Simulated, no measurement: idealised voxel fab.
process module | voxel ribs on slabs
cross-section cut | 255 nm wide | cells 5 nm
A cross-section is a grid of square cells, given in bands from the top down. A band is one or more rows of cells.
Each band's line starts with the height of the band's top and of its bottom, in nm. Then come its materials from left to right, each with its width in nm. One material with "throughout" fills the band from edge to edge. "air" is empty space.
Height 0 is the level under which the wafer as received is all one material. The lowest band goes on downwards, as in "0 down".
A width such as "30 to 40" changes by the same amount from each row of cells to the next, from the band's top row to its bottom row.
"no change" after a step means that no cell of the cross-section changed.
closed voids: empty space of 8 cells or more with no open way to the top, each as width x height at its distance from the left edge, in nm
after a step's settings: what the simulator itself notes on the step
overlay nm, on a step with a mask: how far to the right of its planned place the mask lay; to the left if negative
plan
1 op RECEIVE | material Si
2 op DIRECTIONAL_DEP | material SiO2 | thk nm 20
3 op DIRECTIONAL_DEP | material polySi | thk nm 15
4 op MASKED_ETCH | tone cover | mask id RIB | width nm 20 | etch materials polySi | depth nm 5 | overlay nm 0
5 op DIRECTIONAL_DEP | material aC | thk nm 15
6 op PATTERN | tone cover | mask id SLAB | material resist | width nm 70 | thk nm 30 | overlay nm 0
7 op DIRECTIONAL_ETCH | etch materials aC | depth nm 15
8 op STRIP | etch materials resist
9 op DIRECTIONAL_ETCH | etch materials polySi | depth nm 10
10 op STRIP | etch materials aC
11 op FILL_DEP | material SiO2 | thk nm 20
12 op CMP | height nm 45
13 op DIRECTIONAL_DEP | material W | thk nm 5
14 op MASKED_ETCH | tone cover | mask id HEATER | width nm 30 | etch materials W | depth nm 5 | overlay nm 0
15 op CONFORMAL_DEP | material SiN | thk nm 5
first wafer, as planned
as received, after step 1
  0 down: Si throughout
  closed voids: none
after step 2
  20 to 0: SiO2 throughout
  below 0: unchanged
after step 3
  35 to 20: polySi throughout
  below 20: unchanged
after step 4
  35 to 30: air 115 | polySi 20 | air 120
  below 30: unchanged
after step 5
  50 to 45: air 115 | aC 20 | air 120
  45 to 35: aC throughout
  35 to 30: aC 115 | polySi 20 | aC 120
  below 30: unchanged
after step 6
  80 to 50: air 90 | resist 70 | air 95
  50 to 45: air 90 | resist 25 | aC 20 | resist 25 | air 95
  below 45: unchanged
after step 7
  65 to 50: air 90 | resist 70 | air 95
  50 to 45: air 90 | resist 25 | aC 20 | resist 25 | air 95
  45 to 35: air 90 | aC 70 | air 95
  35 to 30: air 90 | aC 25 | polySi 20 | aC 25 | air 95
  below 30: unchanged
after step 8
  50 to 45: air 115 | aC 20 | air 120
  below 45: unchanged
after step 9
  50 to 45: air 115 | aC 20 | air 120
  45 to 35: air 90 | aC 70 | air 95
  35 to 30: air 90 | aC 25 | polySi 20 | aC 25 | air 95
  30 to 20: air 90 | polySi 70 | air 95
  below 20: unchanged
after step 10
  35 to 30: air 115 | polySi 20 | air 120
  below 30: unchanged
after step 11
  55 to 35: SiO2 throughout
  35 to 30: SiO2 115 | polySi 20 | SiO2 120
  30 to 20: SiO2 90 | polySi 70 | SiO2 95
  below 20: unchanged
after step 12
  45 to 35: SiO2 throughout
  below 35: unchanged
after step 13
  50 to 45: W throughout
  below 45: unchanged
after step 14
  50 to 45: air 110 | W 30 | air 115
  below 45: unchanged
after step 15
  55 to 50: air 105 | SiN 40 | air 110
  50 to 45: SiN 110 | W 30 | SiN 115
  below 45: unchanged
second wafer: like start, like plan, one mistake. Through step 11 it matches the first wafer
when step 12 should have ended
  40 to 35: SiO2 throughout
  below 35: unchanged
when step 13 should have ended
  45 to 40: W throughout
  below 40: unchanged
when step 14 should have ended
  45 to 40: air 110 | W 30 | air 115
  below 40: unchanged
when step 15 should have ended
  50 to 45: air 105 | SiN 40 | air 110
  45 to 40: SiN 110 | W 30 | SiN 115
  below 40: unchanged
what went wrong: step 12 ran as: op CMP | height nm 40
at the end the second wafer has, in cells: 51 fewer of SiO2
